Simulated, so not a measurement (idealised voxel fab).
Name of the process module below: voxel capacitor over wiring
295 nm wide, 5 nm square cells: that's cross-section cut.
Bands, listed from the top down, are how a cross-section gets written in this document; the cross-section itself is a grid of square cells, and a band is one or more rows of them.
This entry defines a band. It first specifies the height of the band's top and the height of its bottom in nm, and then specifies the band's materials from left to right, stating each material with its width in nm. The word "full width" identifies a single material that fills the band from edge to edge, while the word "empty" identifies empty space.
The reference from which all heights are counted is 0, the level beneath which the as-received wafer is entirely one material; the lowest band, having no lower bound, proceeds downward and is written after the example "0 down".
Read "30..40" as a graded width: first number on top, second number at the bottom, same change between each pair of neighbouring rows.
Take "stayed the same" at face value: in the step it is given for, the cross-section changed in none of its cells.
Under "Entrapped void list" you'll find the enclosed gaps, the ones with no way out to the top, that are 8 cells or bigger; each reads width x height at distance, with distance counted from the left edge, everything in nm.
Heads up: the bit after the settings on a step's line is the simulator's remark on that step.
overlay nm: where the mask lay relative to plan, measured to the right, on steps with a mask; negatives go left.

### Steps planned for the process
step 1: RECEIVE,material Si
step 2: CONFORMAL_DEP,material SiO2,thk nm 10
step 3: CONFORMAL_DEP,material SiN,thk nm 5
step 4: DIRECTIONAL_DEP,material SiO2,thk nm 20
step 5: PATTERN,tone open,mask id METAL_1,material resist,width nm 20,pitch nm 90,thk nm 15,overlay nm 0
step 6: DIRECTIONAL_ETCH,etch materials SiO2,depth nm 20
step 7: DIRECTIONAL_ETCH,etch materials SiN,depth nm 5
step 8: STRIP,etch materials resist
step 9: CONFORMAL_DEP,material TiN,thk nm 5
step 10: FILL_DEP,material W,thk nm 5
step 11: CMP,height nm 35
step 12: CONFORMAL_DEP,material SiCN,thk nm 5
step 13: DIRECTIONAL_DEP,material lowk,thk nm 10
step 14: PATTERN,tone open,mask id PLUG_1,material resist,width nm 15,thk nm 15,overlay nm 0
step 15: DIRECTIONAL_ETCH,etch materials lowk,depth nm 10
step 16: DIRECTIONAL_ETCH,etch materials SiCN,depth nm 5
step 17: STRIP,etch materials resist
step 18: CONFORMAL_DEP,material TiN,thk nm 5
step 19: FILL_DEP,material W,thk nm 10
step 20: CMP,height nm 50
step 21: DIRECTIONAL_DEP,material TiN,thk nm 10
step 22: DIRECTIONAL_DEP,material Al2O3,thk nm 5
step 23: DIRECTIONAL_DEP,material TiN,thk nm 5
step 24: DIRECTIONAL_DEP,material aC,thk nm 15
step 25: PATTERN,tone cover,mask id UPPER_PLATE,material resist,width nm 75,thk nm 35,overlay nm 0
step 26: DIRECTIONAL_ETCH,etch materials aC,depth nm 15
step 27: STRIP,etch materials resist
step 28: DIRECTIONAL_ETCH,etch materials TiN,depth nm 5
step 29: DIRECTIONAL_ETCH,etch materials Al2O3,depth nm 5
step 30: STRIP,etch materials aC
step 31: PATTERN,tone cover,mask id LOWER_PLATE,material resist,width nm 85,thk nm 20,overlay nm 0
step 32: DIRECTIONAL_ETCH,etch materials TiN,depth nm 10
step 33: STRIP,etch materials resist
step 34: FILL_DEP,material SiO2,thk nm 20
step 35: CMP,height nm 85
step 36: PATTERN,tone open,mask id PLUG_2,material resist,width nm 15,thk nm 20,overlay nm 0
step 37: DIRECTIONAL_ETCH,etch materials SiO2,depth nm 15
step 38: STRIP,etch materials resist
step 39: CONFORMAL_DEP,material TiN,thk nm 5
step 40: FILL_DEP,material W,thk nm 10
step 41: CMP,height nm 85
step 42: CONFORMAL_DEP,material SiN,thk nm 5

### First of the two wafers, run per plan

### Cross-section of the wafer upon arrival, representing the state reached after step 1
    0 down  Si full width
    Entrapped void list: none

### State of the wafer after step 2, shown in cross-section
    10 to 0  SiO2 full width
    Beneath the level 0, the cross-section is identical to its previous state.

### State of the wafer after step 3, shown in cross-section
    15 to 10  SiN full width
    Beneath the level 10, the cross-section is identical to its previous state.

### State of the wafer after step 4, shown in cross-section
    35 to 15  SiO2 full width
    Beneath the level 15, the cross-section is identical to its previous state.

### State of the wafer after step 5, shown in cross-section
    50 to 35  resist=90 | empty=20 | resist=70 | empty=20 | resist=95
    Beneath the level 35, the cross-section is identical to its previous state.

### State of the wafer after step 6, shown in cross-section
    50 to 35  resist=90 | empty=20 | resist=70 | empty=20 | resist=95
    35 to 15  SiO2=90 | empty=20 | SiO2=70 | empty=20 | SiO2=95
    Beneath the level 15, the cross-section is identical to its previous state.

### State of the wafer after step 7, shown in cross-section
    50 to 35  resist=90 | empty=20 | resist=70 | empty=20 | resist=95
    35 to 15  SiO2=90 | empty=20 | SiO2=70 | empty=20 | SiO2=95
    15 to 10  SiN=90 | empty=20 | SiN=70 | empty=20 | SiN=95
    Beneath the level 10, the cross-section is identical to its previous state.

### State of the wafer after step 8, shown in cross-section
    35 to 15  SiO2=90 | empty=20 | SiO2=70 | empty=20 | SiO2=95
    Beneath the level 15, the cross-section is identical to its previous state.

### State of the wafer after step 9, shown in cross-section
    40 to 35  TiN=95 | empty=10 | TiN=80 | empty=10 | TiN=100
    35 to 15  SiO2=90 | TiN=5 | empty=10 | TiN=5 | SiO2=70 | TiN=5 | empty=10 | TiN=5 | SiO2=95
    15 to 10  SiN=90 | TiN=20 | SiN=70 | TiN=20 | SiN=95
    Beneath the level 10, the cross-section is identical to its previous state.

### State of the wafer after step 10, shown in cross-section
    45 to 40  W full width
    40 to 35  TiN=95 | W=10 | TiN=80 | W=10 | TiN=100
    35 to 15  SiO2=90 | TiN=5 | W=10 | TiN=5 | SiO2=70 | TiN=5 | W=10 | TiN=5 | SiO2=95
    Beneath the level 15, the cross-section is identical to its previous state.

### State of the wafer after step 11, shown in cross-section
    35 to 15  SiO2=90 | TiN=5 | W=10 | TiN=5 | SiO2=70 | TiN=5 | W=10 | TiN=5 | SiO2=95
    Beneath the level 15, the cross-section is identical to its previous state.

### State of the wafer after step 12, shown in cross-section
    40 to 35  SiCN full width
    Beneath the level 35, the cross-section is identical to its previous state.

### State of the wafer after step 13, shown in cross-section
    50 to 40  lowk full width
    Beneath the level 40, the cross-section is identical to its previous state.

### State of the wafer after step 14, shown in cross-section
    65 to 50  resist=95 | empty=15 | resist=185
    Beneath the level 50, the cross-section is identical to its previous state.

### State of the wafer after step 15, shown in cross-section
    65 to 50  resist=95 | empty=15 | resist=185
    50 to 40  lowk=95 | empty=15 | lowk=185
    Beneath the level 40, the cross-section is identical to its previous state.

### State of the wafer after step 16, shown in cross-section
    65 to 50  resist=95 | empty=15 | resist=185
    50 to 40  lowk=95 | empty=15 | lowk=185
    40 to 35  SiCN=95 | empty=15 | SiCN=185
    Beneath the level 35, the cross-section is identical to its previous state.

### State of the wafer after step 17, shown in cross-section
    50 to 40  lowk=95 | empty=15 | lowk=185
    Beneath the level 40, the cross-section is identical to its previous state.

### State of the wafer after step 18, shown in cross-section
    55 to 50  TiN=100 | empty=5 | TiN=190
    50 to 40  lowk=95 | TiN=5 | empty=5 | TiN=5 | lowk=185
    40 to 35  SiCN=95 | TiN=15 | SiCN=185
    Beneath the level 35, the cross-section is identical to its previous state.

### State of the wafer after step 19, shown in cross-section
    65 to 55  W full width
    55 to 50  TiN=100 | W=5 | TiN=190
    50 to 40  lowk=95 | TiN=5 | W=5 | TiN=5 | lowk=185
    Beneath the level 40, the cross-section is identical to its previous state.

### State of the wafer after step 20, shown in cross-section
    50 to 40  lowk=95 | TiN=5 | W=5 | TiN=5 | lowk=185
    Beneath the level 40, the cross-section is identical to its previous state.

### State of the wafer after step 21, shown in cross-section
    60 to 50  TiN full width
    Beneath the level 50, the cross-section is identical to its previous state.

### State of the wafer after step 22, shown in cross-section
    65 to 60  Al2O3 full width
    Beneath the level 60, the cross-section is identical to its previous state.

### State of the wafer after step 23, shown in cross-section
    70 to 65  TiN full width
    Beneath the level 65, the cross-section is identical to its previous state.

### State of the wafer after step 24, shown in cross-section
    85 to 70  aC full width
    Beneath the level 70, the cross-section is identical to its previous state.

### State of the wafer after step 25, shown in cross-section
    120 to 85  empty=95 | resist=75 | empty=125
    Beneath the level 85, the cross-section is identical to its previous state.

### State of the wafer after step 26, shown in cross-section
    105 to 85  empty=95 | resist=75 | empty=125
    85 to 70  empty=95 | aC=75 | empty=125
    Beneath the level 70, the cross-section is identical to its previous state.

### State of the wafer after step 27, shown in cross-section
    85 to 70  empty=95 | aC=75 | empty=125
    Beneath the level 70, the cross-section is identical to its previous state.

### State of the wafer after step 28, shown in cross-section
    85 to 70  empty=95 | aC=75 | empty=125
    70 to 65  empty=95 | TiN=75 | empty=125
    Beneath the level 65, the cross-section is identical to its previous state.

### State of the wafer after step 29, shown in cross-section
    85 to 70  empty=95 | aC=75 | empty=125
    70 to 65  empty=95 | TiN=75 | empty=125
    65 to 60  empty=95 | Al2O3=75 | empty=125
    Beneath the level 60, the cross-section is identical to its previous state.

### State of the wafer after step 30, shown in cross-section
    70 to 65  empty=95 | TiN=75 | empty=125
    Beneath the level 65, the cross-section is identical to its previous state.

### State of the wafer after step 31, shown in cross-section
    90 to 70  empty=90 | resist=85 | empty=120
    70 to 65  empty=90 | resist=5 | TiN=75 | resist=5 | empty=120
    65 to 60  empty=90 | resist=5 | Al2O3=75 | resist=5 | empty=120
    Beneath the level 60, the cross-section is identical to its previous state.

### State of the wafer after step 32, shown in cross-section
    90 to 70  empty=90 | resist=85 | empty=120
    70 to 65  empty=90 | resist=5 | TiN=75 | resist=5 | empty=120
    65 to 60  empty=90 | resist=5 | Al2O3=75 | resist=5 | empty=120
    60 to 50  empty=90 | TiN=85 | empty=120
    Beneath the level 50, the cross-section is identical to its previous state.

### State of the wafer after step 33, shown in cross-section
    70 to 65  empty=95 | TiN=75 | empty=125
    65 to 60  empty=95 | Al2O3=75 | empty=125
    Beneath the level 60, the cross-section is identical to its previous state.

### State of the wafer after step 34, shown in cross-section
    90 to 70  SiO2 full width
    70 to 65  SiO2=95 | TiN=75 | SiO2=125
    65 to 60  SiO2=95 | Al2O3=75 | SiO2=125
    60 to 50  SiO2=90 | TiN=85 | SiO2=120
    Beneath the level 50, the cross-section is identical to its previous state.

### State of the wafer after step 35, shown in cross-section
    85 to 70  SiO2 full width
    Beneath the level 70, the cross-section is identical to its previous state.

### State of the wafer after step 36, shown in cross-section
    105 to 85  resist=105 | empty=15 | resist=175
    Beneath the level 85, the cross-section is identical to its previous state.

### State of the wafer after step 37, shown in cross-section
    105 to 85  resist=105 | empty=15 | resist=175
    85 to 70  SiO2=105 | empty=15 | SiO2=175
    Beneath the level 70, the cross-section is identical to its previous state.

### State of the wafer after step 38, shown in cross-section
    85 to 70  SiO2=105 | empty=15 | SiO2=175
    Beneath the level 70, the cross-section is identical to its previous state.

### State of the wafer after step 39, shown in cross-section
    90 to 85  TiN=110 | empty=5 | TiN=180
    85 to 75  SiO2=105 | TiN=5 | empty=5 | TiN=5 | SiO2=175
    75 to 65  SiO2=105..95 | TiN=15..75 | SiO2=175..125
    Beneath the level 65, the cross-section is identical to its previous state.

### State of the wafer after step 40, shown in cross-section
    100 to 90  W full width
    90 to 85  TiN=110 | W=5 | TiN=180
    85 to 75  SiO2=105 | TiN=5 | W=5 | TiN=5 | SiO2=175
    Beneath the level 75, the cross-section is identical to its previous state.

### State of the wafer after step 41, shown in cross-section
    85 to 75  SiO2=105 | TiN=5 | W=5 | TiN=5 | SiO2=175
    Beneath the level 75, the cross-section is identical to its previous state.

### State of the wafer after step 42, shown in cross-section
    90 to 85  SiN full width
    Beneath the level 85, the cross-section is identical to its previous state.

### Wafer two of the pair: same origin, same plan, one error during the run; identical to wafer one up to and including step 22

Cross-section of the second wafer at the time by which step 23 should have been completed according to the plan: stayed the same

### Cross-section of the second wafer at the time by which step 24 should have been completed according to the plan
    80 to 65  aC full width
    Beneath the level 65, the cross-section is identical to its previous state.

### Cross-section of the second wafer at the time by which step 25 should have been completed according to the plan
    115 to 80  empty=95 | resist=75 | empty=125
    Beneath the level 80, the cross-section is identical to its previous state.

### Cross-section of the second wafer at the time by which step 26 should have been completed according to the plan
    100 to 80  empty=95 | resist=75 | empty=125
    80 to 65  empty=95 | aC=75 | empty=125
    Beneath the level 65, the cross-section is identical to its previous state.

### Cross-section of the second wafer at the time by which step 27 should have been completed according to the plan
    80 to 65  empty=95 | aC=75 | empty=125
    Beneath the level 65, the cross-section is identical to its previous state.

Cross-section of the second wafer at the time by which step 28 should have been completed according to the plan: stayed the same

### Cross-section of the second wafer at the time by which step 29 should have been completed according to the plan
    80 to 65  empty=95 | aC=75 | empty=125
    65 to 60  empty=95 | Al2O3=75 | empty=125
    Beneath the level 60, the cross-section is identical to its previous state.

### Cross-section of the second wafer at the time by which step 30 should have been completed according to the plan
    65 to 60  empty=95 | Al2O3=75 | empty=125
    Beneath the level 60, the cross-section is identical to its previous state.

### Cross-section of the second wafer at the time by which step 31 should have been completed according to the plan
    85 to 65  empty=90 | resist=85 | empty=120
    65 to 60  empty=90 | resist=5 | Al2O3=75 | resist=5 | empty=120
    Beneath the level 60, the cross-section is identical to its previous state.

### Cross-section of the second wafer at the time by which step 32 should have been completed according to the plan
    85 to 65  empty=90 | resist=85 | empty=120
    65 to 60  empty=90 | resist=5 | Al2O3=75 | resist=5 | empty=120
    60 to 50  empty=90 | TiN=85 | empty=120
    Beneath the level 50, the cross-section is identical to its previous state.

### Cross-section of the second wafer at the time by which step 33 should have been completed according to the plan
    65 to 60  empty=95 | Al2O3=75 | empty=125
    Beneath the level 60, the cross-section is identical to its previous state.

### Cross-section of the second wafer at the time by which step 34 should have been completed according to the plan
    85 to 65  SiO2 full width
    65 to 60  SiO2=95 | Al2O3=75 | SiO2=125
    60 to 50  SiO2=90 | TiN=85 | SiO2=120
    Beneath the level 50, the cross-section is identical to its previous state.

Cross-section of the second wafer at the time by which step 35 should have been completed according to the plan: stayed the same

### Cross-section of the second wafer at the time by which step 36 should have been completed according to the plan
    105 to 85  resist=105 | empty=15 | resist=175
    Beneath the level 85, the cross-section is identical to its previous state.

### Cross-section of the second wafer at the time by which step 37 should have been completed according to the plan
    105 to 85  resist=105 | empty=15 | resist=175
    85 to 70  SiO2=105 | empty=15 | SiO2=175
    Beneath the level 70, the cross-section is identical to its previous state.

### Cross-section of the second wafer at the time by which step 38 should have been completed according to the plan
    85 to 70  SiO2=105 | empty=15 | SiO2=175
    Beneath the level 70, the cross-section is identical to its previous state.

### Cross-section of the second wafer at the time by which step 39 should have been completed according to the plan
    90 to 85  TiN=110 | empty=5 | TiN=180
    85 to 75  SiO2=105 | TiN=5 | empty=5 | TiN=5 | SiO2=175
    75 to 70  SiO2=105 | TiN=15 | SiO2=175
    Beneath the level 70, the cross-section is identical to its previous state.

### Cross-section of the second wafer at the time by which step 40 should have been completed according to the plan
    100 to 90  W full width
    90 to 85  TiN=110 | W=5 | TiN=180
    85 to 75  SiO2=105 | TiN=5 | W=5 | TiN=5 | SiO2=175
    Beneath the level 75, the cross-section is identical to its previous state.

### Cross-section of the second wafer at the time by which step 41 should have been completed according to the plan
    85 to 75  SiO2=105 | TiN=5 | W=5 | TiN=5 | SiO2=175
    Beneath the level 75, the cross-section is identical to its previous state.

### Cross-section of the second wafer at the time by which step 42 should have been completed according to the plan
    90 to 85  SiN full width
    Beneath the level 85, the cross-section is identical to its previous state.
What was the processing mistake? plan step 23 skipped
Upon completion, the second wafer contains, in terms of cells, a greater or smaller amount of certain materials than the first wafer: +15 SiO2 | -15 TiN
